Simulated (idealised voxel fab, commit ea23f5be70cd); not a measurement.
Process module heading - voxel released beams
FYI the section here is cut, 290 nm wide, cells are 5 nm squares.
A cross-section is a grid of square cells, given in bands from the top down. A band is one or more rows of cells.
Heads up on the band format: heights come first, top then bottom, in nm. After that it's the materials left to right, each with its width in nm. A single material flagged "full width" fills the whole band edge to edge, and "empty" means there's empty space there.
Height datum 0, below which the as-received substrate wafer is one material. Lowest band open at the bottom, running downward: "0 nm and below".
Width: "30 to 40" (first number = top row, second number = bottom row, same change from row to row of cells).
Given "nothing different" for a step, no cell of the cross-section differs between before and after that step.
Entry "Closed void entries". Content: empty spaces with no open connection to the top, size 8 cells or greater. Each: width x height at distance. Distance: from left edge. Unit: nm.
Formally, on a step line, whatever follows the settings is a remark that the simulator itself makes on the step.
overlay nm: mask offset rightward from planned place, masked step; negative means leftward offset.
### Process steps (planned)
step 1: op RECEIVE | material Si
step 2: op CONFORMAL_DEP | material Al2O3 | thk nm 10
step 3: op DIRECTIONAL_DEP | material SiO2 | thk nm 20
step 4: op DIRECTIONAL_DEP | material aC | thk nm 10
step 5: op PATTERN | tone open | mask id ANCHOR | material resist | width nm 40 | thk nm 30 | overlay nm 0
step 6: op DIRECTIONAL_ETCH | etch materials aC | depth nm 10
step 7: op STRIP | etch materials resist
step 8: op DIRECTIONAL_ETCH | etch materials SiO2 | depth nm 20
step 9: op STRIP | etch materials aC
step 10: op CONFORMAL_DEP | material SiN | thk nm 15
step 11: op PATTERN | tone cover | mask id BEAM | material resist | width nm 115 | thk nm 15 | overlay nm 0
step 12: op DIRECTIONAL_ETCH | etch materials SiN | depth nm 15
step 13: op STRIP | etch materials resist
step 14: op STRIP | etch materials SiO2
### Of two wafers, the first: run according to plan
### Cross-section of the wafer as it came to us, i.e., already through step 1
    0 nm and below = Si full width
    Closed void entries: none
### Cross-sectional representation of the wafer at the conclusion of step 2
    10 nm to 0 nm = Al2O3 full width
    Anything lower than 0 is untouched.
### Cross-sectional representation of the wafer at the conclusion of step 3
    30 nm to 10 nm = SiO2 full width
    Anything lower than 10 is untouched.
### Cross-sectional representation of the wafer at the conclusion of step 4
    40 nm to 30 nm = aC full width
    Anything lower than 30 is untouched.
### Cross-sectional representation of the wafer at the conclusion of step 5
    70 nm to 40 nm = resist=90 | empty=40 | resist=160
    Anything lower than 40 is untouched.
### Cross-sectional representation of the wafer at the conclusion of step 6
    60 nm to 40 nm = resist=90 | empty=40 | resist=160
    40 nm to 30 nm = aC=90 | empty=40 | aC=160
    Anything lower than 30 is untouched.
### Cross-sectional representation of the wafer at the conclusion of step 7
    40 nm to 30 nm = aC=90 | empty=40 | aC=160
    Anything lower than 30 is untouched.
### Cross-sectional representation of the wafer at the conclusion of step 8
    40 nm to 30 nm = aC=90 | empty=40 | aC=160
    30 nm to 10 nm = SiO2=90 | empty=40 | SiO2=160
    Anything lower than 10 is untouched.
### Cross-sectional representation of the wafer at the conclusion of step 9
    30 nm to 10 nm = SiO2=90 | empty=40 | SiO2=160
    Anything lower than 10 is untouched.
### Cross-sectional representation of the wafer at the conclusion of step 10
    45 nm to 30 nm = SiN=105 | empty=10 | SiN=175
    30 nm to 25 nm = SiO2=90 | SiN=15 | empty=10 | SiN=15 | SiO2=160
    25 nm to 10 nm = SiO2=90 | SiN=40 | SiO2=160
    Anything lower than 10 is untouched.
### Cross-sectional representation of the wafer at the conclusion of step 11
    60 nm to 45 nm = empty=85 | resist=115 | empty=90
    45 nm to 30 nm = SiN=105 | resist=10 | SiN=175
    30 nm to 25 nm = SiO2=90 | SiN=15 | resist=10 | SiN=15 | SiO2=160
    Anything lower than 25 is untouched.
### Cross-sectional representation of the wafer at the conclusion of step 12
    60 nm to 45 nm = empty=85 | resist=115 | empty=90
    45 nm to 30 nm = empty=85 | SiN=20 | resist=10 | SiN=85 | empty=90
    Anything lower than 30 is untouched.
### Cross-sectional representation of the wafer at the conclusion of step 13
    45 nm to 30 nm = empty=85 | SiN=20 | empty=10 | SiN=85 | empty=90
    30 nm to 25 nm = SiO2=90 | SiN=15 | empty=10 | SiN=15 | SiO2=160
    Anything lower than 25 is untouched.
### Cross-sectional representation of the wafer at the conclusion of step 14
    45 nm to 30 nm = empty=85 | SiN=20 | empty=10 | SiN=85 | empty=90
    30 nm to 25 nm = empty=90 | SiN=15 | empty=10 | SiN=15 | empty=160
    25 nm to 10 nm = empty=90 | SiN=40 | empty=160
    Anything lower than 10 is untouched.
### The remaining wafer, second of the two, started like the first and was run to the same plan, except that one mistake was made along the way; the two coincide through step 1, inclusive
Cross-section of the second wafer when, according to plan, step 2 should have finished: nothing different
### Cross-section of the second wafer when, according to plan, step 3 should have finished
    20 nm to 0 nm = SiO2 full width
    Anything lower than 0 is untouched.
### Cross-section of the second wafer when, according to plan, step 4 should have finished
    30 nm to 20 nm = aC full width
    Anything lower than 20 is untouched.
### Cross-section of the second wafer when, according to plan, step 5 should have finished
    60 nm to 30 nm = resist=90 | empty=40 | resist=160
    Anything lower than 30 is untouched.
### Cross-section of the second wafer when, according to plan, step 6 should have finished
    50 nm to 30 nm = resist=90 | empty=40 | resist=160
    30 nm to 20 nm = aC=90 | empty=40 | aC=160
    Anything lower than 20 is untouched.
### Cross-section of the second wafer when, according to plan, step 7 should have finished
    30 nm to 20 nm = aC=90 | empty=40 | aC=160
    Anything lower than 20 is untouched.
### Cross-section of the second wafer when, according to plan, step 8 should have finished
    30 nm to 20 nm = aC=90 | empty=40 | aC=160
    20 nm to 0 nm = SiO2=90 | empty=40 | SiO2=160
    Anything lower than 0 is untouched.
### Cross-section of the second wafer when, according to plan, step 9 should have finished
    20 nm to 0 nm = SiO2=90 | empty=40 | SiO2=160
    Anything lower than 0 is untouched.
### Cross-section of the second wafer when, according to plan, step 10 should have finished
    35 nm to 20 nm = SiN=105 | empty=10 | SiN=175
    20 nm to 15 nm = SiO2=90 | SiN=15 | empty=10 | SiN=15 | SiO2=160
    15 nm to 0 nm = SiO2=90 | SiN=40 | SiO2=160
    Anything lower than 0 is untouched.
### Cross-section of the second wafer when, according to plan, step 11 should have finished
    50 nm to 35 nm = empty=85 | resist=115 | empty=90
    35 nm to 20 nm = SiN=105 | resist=10 | SiN=175
    20 nm to 15 nm = SiO2=90 | SiN=15 | resist=10 | SiN=15 | SiO2=160
    Anything lower than 15 is untouched.
### Cross-section of the second wafer when, according to plan, step 12 should have finished
    50 nm to 35 nm = empty=85 | resist=115 | empty=90
    35 nm to 20 nm = empty=85 | SiN=20 | resist=10 | SiN=85 | empty=90
    Anything lower than 20 is untouched.
### Cross-section of the second wafer when, according to plan, step 13 should have finished
    35 nm to 20 nm = empty=85 | SiN=20 | empty=10 | SiN=85 | empty=90
    20 nm to 15 nm = SiO2=90 | SiN=15 | empty=10 | SiN=15 | SiO2=160
    Anything lower than 15 is untouched.
### Cross-section of the second wafer when, according to plan, step 14 should have finished
    35 nm to 20 nm = empty=85 | SiN=20 | empty=10 | SiN=85 | empty=90
    20 nm to 15 nm = empty=90 | SiN=15 | empty=10 | SiN=15 | empty=160
    15 nm to 0 nm = empty=90 | SiN=40 | empty=160
    Anything lower than 0 is untouched.
Diagnosis: plan step 2 skipped
Looking at both finished wafers in cells, the second ends up ahead of or behind the first on some materials: -116 Al2O3
